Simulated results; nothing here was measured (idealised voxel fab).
A process module follows: voxel self aligned contacts.
FYI the section here is cut, 215 nm wide, cells are 5 nm squares.
For the purposes of this document, a cross-section shall be understood as a grid of square cells, specified as bands listed in top-to-bottom order, each band consisting of one or more rows of cells. Band entry format. Leading values: height of top, height of bottom, nm. Remainder: materials in left-to-right order, each with its width in nm. Special words: "full width" on a single material, which then fills the band edge to edge; "empty", empty space. Height 0 is the level under which the wafer as received is all one material. The lowest band goes on downwards, as in "0 nm and below". Width spec "30..40" -> top row of cells at first value, bottom row at second value, equal per-row change in between. Take "no change occurred" at face value: in the step it is given for, the cross-section changed in none of its cells. Entry "Enclosed void listing" = empty spaces >= 8 cells with no open way to the top; each as width x height at distance, distance from left edge, all nm. That trailing text on a step's line, after the settings, is the simulator's own remark on the step. The line of a step may include "overlay nm". On a step with a mask, this value is how far to the right of its planned place the mask lay. A negative value means the mask lay to the left.

Here's what the planned process steps look like
step 1: RECEIVE,material Si
step 2: CONFORMAL_DEP,material SiO2,thk nm 5
step 3: DIRECTIONAL_DEP,material polySi,thk nm 20
step 4: DIRECTIONAL_DEP,material SiN,thk nm 25
step 5: MASKED_ETCH,tone cover,mask id GATE,width nm 25,pitch nm 60,etch materials SiN,depth nm 25,overlay nm 0
step 6: MASKED_ETCH,tone cover,mask id GATE,width nm 25,pitch nm 60,etch materials polySi,depth nm 20,overlay nm 0
step 7: CONFORMAL_DEP,material SiN,thk nm 10
step 8: DIRECTIONAL_ETCH,etch materials SiN,depth nm 10
step 9: FILL_DEP,material SiO2,thk nm 10
step 10: CMP,height nm 55
step 11: DIRECTIONAL_DEP,material aC,thk nm 10
step 12: PATTERN,tone open,mask id CONTACT,material resist,width nm 45,thk nm 30,overlay nm 0
step 13: DIRECTIONAL_ETCH,etch materials aC,depth nm 10
step 14: STRIP,etch materials resist
step 15: DIRECTIONAL_ETCH,etch materials SiO2,depth nm 55
step 16: STRIP,etch materials aC
step 17: CONFORMAL_DEP,material TiN,thk nm 5
step 18: FILL_DEP,material Ru,thk nm 5
step 19: CMP,height nm 55
step 20: CONFORMAL_DEP,material SiCN,thk nm 5

First wafer of two (run as planned)

As-received state of the wafer in cross-section, equivalent to post-step 1
* 0 nm and below = Si full width
* Enclosed void listing: none

After step 2, in cross-section
* 5 nm to 0 nm = SiO2 full width
* Below a height of 0, the structure has not been altered.

After step 3, in cross-section
* 25 nm to 5 nm = polySi full width
* Below a height of 5, the structure has not been altered.

After step 4, in cross-section
* 50 nm to 25 nm = SiN full width
* Below a height of 25, the structure has not been altered.

After step 5, in cross-section
* 50 nm to 25 nm = empty (65) | SiN (25) | empty (35) | SiN (25) | empty (65)
* Below a height of 25, the structure has not been altered.

After step 6, in cross-section
* 50 nm to 25 nm = empty (65) | SiN (25) | empty (35) | SiN (25) | empty (65)
* 25 nm to 5 nm = empty (65) | polySi (25) | empty (35) | polySi (25) | empty (65)
* Below a height of 5, the structure has not been altered.

After step 7, in cross-section
* 60 nm to 25 nm = empty (55) | SiN (45) | empty (15) | SiN (45) | empty (55)
* 25 nm to 15 nm = empty (55) | SiN (10) | polySi (25) | SiN (10) | empty (15) | SiN (10) | polySi (25) | SiN (10) | empty (55)
* 15 nm to 5 nm = SiN (65) | polySi (25) | SiN (35) | polySi (25) | SiN (65)
* Below a height of 5, the structure has not been altered.

After step 8, in cross-section
* 50 nm to 25 nm = empty (55) | SiN (45) | empty (15) | SiN (45) | empty (55)
* 25 nm to 5 nm = empty (55) | SiN (10) | polySi (25) | SiN (10) | empty (15) | SiN (10) | polySi (25) | SiN (10) | empty (55)
* Below a height of 5, the structure has not been altered.

After step 9, in cross-section
* 60 nm to 50 nm = SiO2 full width
* 50 nm to 25 nm = SiO2 (55) | SiN (45) | SiO2 (15) | SiN (45) | SiO2 (55)
* 25 nm to 5 nm = SiO2 (55) | SiN (10) | polySi (25) | SiN (10) | SiO2 (15) | SiN (10) | polySi (25) | SiN (10) | SiO2 (55)
* Below a height of 5, the structure has not been altered.

After step 10, in cross-section
* 55 nm to 50 nm = SiO2 full width
* Below a height of 50, the structure has not been altered.

After step 11, in cross-section
* 65 nm to 55 nm = aC full width
* Below a height of 55, the structure has not been altered.

After step 12, in cross-section
* 95 nm to 65 nm = resist (85) | empty (45) | resist (85)
* Below a height of 65, the structure has not been altered.

After step 13, in cross-section
* 85 nm to 65 nm = resist (85) | empty (45) | resist (85)
* 65 nm to 55 nm = aC (85) | empty (45) | aC (85)
* Below a height of 55, the structure has not been altered.

After step 14, in cross-section
* 65 nm to 55 nm = aC (85) | empty (45) | aC (85)
* Below a height of 55, the structure has not been altered.

After step 15, in cross-section
* 65 nm to 55 nm = aC (85) | empty (45) | aC (85)
* 55 nm to 50 nm = SiO2 (85) | empty (45) | SiO2 (85)
* 50 nm to 25 nm = SiO2 (55) | SiN (45) | empty (15) | SiN (45) | SiO2 (55)
* 25 nm to 5 nm = SiO2 (55) | SiN (10) | polySi (25) | SiN (10) | empty (15) | SiN (10) | polySi (25) | SiN (10) | SiO2 (55)
* 5 nm to 0 nm = SiO2 (100) | empty (15) | SiO2 (100)
* Below a height of 0, the structure has not been altered.

After step 16, in cross-section
* 55 nm to 50 nm = SiO2 (85) | empty (45) | SiO2 (85)
* Below a height of 50, the structure has not been altered.

After step 17, in cross-section
* 60 nm to 55 nm = TiN (90) | empty (35) | TiN (90)
* 55 nm to 50 nm = SiO2 (85) | TiN (20) | empty (5) | TiN (20) | SiO2 (85)
* 50 nm to 25 nm = SiO2 (55) | SiN (45) | TiN (5) | empty (5) | TiN (5) | SiN (45) | SiO2 (55)
* 25 nm to 5 nm = SiO2 (55) | SiN (10) | polySi (25) | SiN (10) | TiN (5) | empty (5) | TiN (5) | SiN (10) | polySi (25) | SiN (10) | SiO2 (55)
* 5 nm to 0 nm = SiO2 (100) | TiN (15) | SiO2 (100)
* Below a height of 0, the structure has not been altered.

After step 18, in cross-section
* 65 nm to 60 nm = Ru full width
* 60 nm to 55 nm = TiN (90) | Ru (35) | TiN (90)
* 55 nm to 50 nm = SiO2 (85) | TiN (20) | Ru (5) | TiN (20) | SiO2 (85)
* 50 nm to 25 nm = SiO2 (55) | SiN (45) | TiN (5) | Ru (5) | TiN (5) | SiN (45) | SiO2 (55)
* 25 nm to 5 nm = SiO2 (55) | SiN (10) | polySi (25) | SiN (10) | TiN (5) | Ru (5) | TiN (5) | SiN (10) | polySi (25) | SiN (10) | SiO2 (55)
* Below a height of 5, the structure has not been altered.

After step 19, in cross-section
* 55 nm to 50 nm = SiO2 (85) | TiN (20) | Ru (5) | TiN (20) | SiO2 (85)
* Below a height of 50, the structure has not been altered.

After step 20, in cross-section
* 60 nm to 55 nm = SiCN full width
* Below a height of 55, the structure has not been altered.

Second wafer, same starting state and plan as the first, one mistake in the run, identical through step 8

Cross-section: second wafer, time at which step 9 was scheduled to end
* 60 nm to 25 nm = SiN full width
* 25 nm to 5 nm = SiN (65) | polySi (25) | SiN (35) | polySi (25) | SiN (65)
* Below a height of 5, the structure has not been altered.

Cross-section: second wafer, time at which step 10 was scheduled to end
* 55 nm to 25 nm = SiN full width
* Below a height of 25, the structure has not been altered.

Cross-section: second wafer, time at which step 11 was scheduled to end
* 65 nm to 55 nm = aC full width
* Below a height of 55, the structure has not been altered.

Cross-section: second wafer, time at which step 12 was scheduled to end
* 95 nm to 65 nm = resist (85) | empty (45) | resist (85)
* Below a height of 65, the structure has not been altered.

Cross-section: second wafer, time at which step 13 was scheduled to end
* 85 nm to 65 nm = resist (85) | empty (45) | resist (85)
* 65 nm to 55 nm = aC (85) | empty (45) | aC (85)
* Below a height of 55, the structure has not been altered.

Cross-section: second wafer, time at which step 14 was scheduled to end
* 65 nm to 55 nm = aC (85) | empty (45) | aC (85)
* Below a height of 55, the structure has not been altered.

Cross-section: second wafer, time at which step 15 was scheduled to end: no change occurred

Cross-section: second wafer, time at which step 16 was scheduled to end
* 55 nm to 25 nm = SiN full width
* Below a height of 25, the structure has not been altered.

Cross-section: second wafer, time at which step 17 was scheduled to end
* 60 nm to 55 nm = TiN full width
* Below a height of 55, the structure has not been altered.

Cross-section: second wafer, time at which step 18 was scheduled to end
* 65 nm to 60 nm = Ru full width
* Below a height of 60, the structure has not been altered.

Cross-section: second wafer, time at which step 19 was scheduled to end
* 55 nm to 25 nm = SiN full width
* Below a height of 25, the structure has not been altered.

Cross-section: second wafer, time at which step 20 was scheduled to end
* 60 nm to 55 nm = SiCN full width
* Below a height of 55, the structure has not been altered.
Where did the run depart from the plan? in deviation from the planned setting, step 9 was conducted as FILL_DEP,material SiN,thk nm 10
Count the cells at the end and the second wafer has more or fewer of some materials than the first: 10 fewer of Ru, 268 more of SiN, 229 fewer of SiO2, 29 fewer of TiN
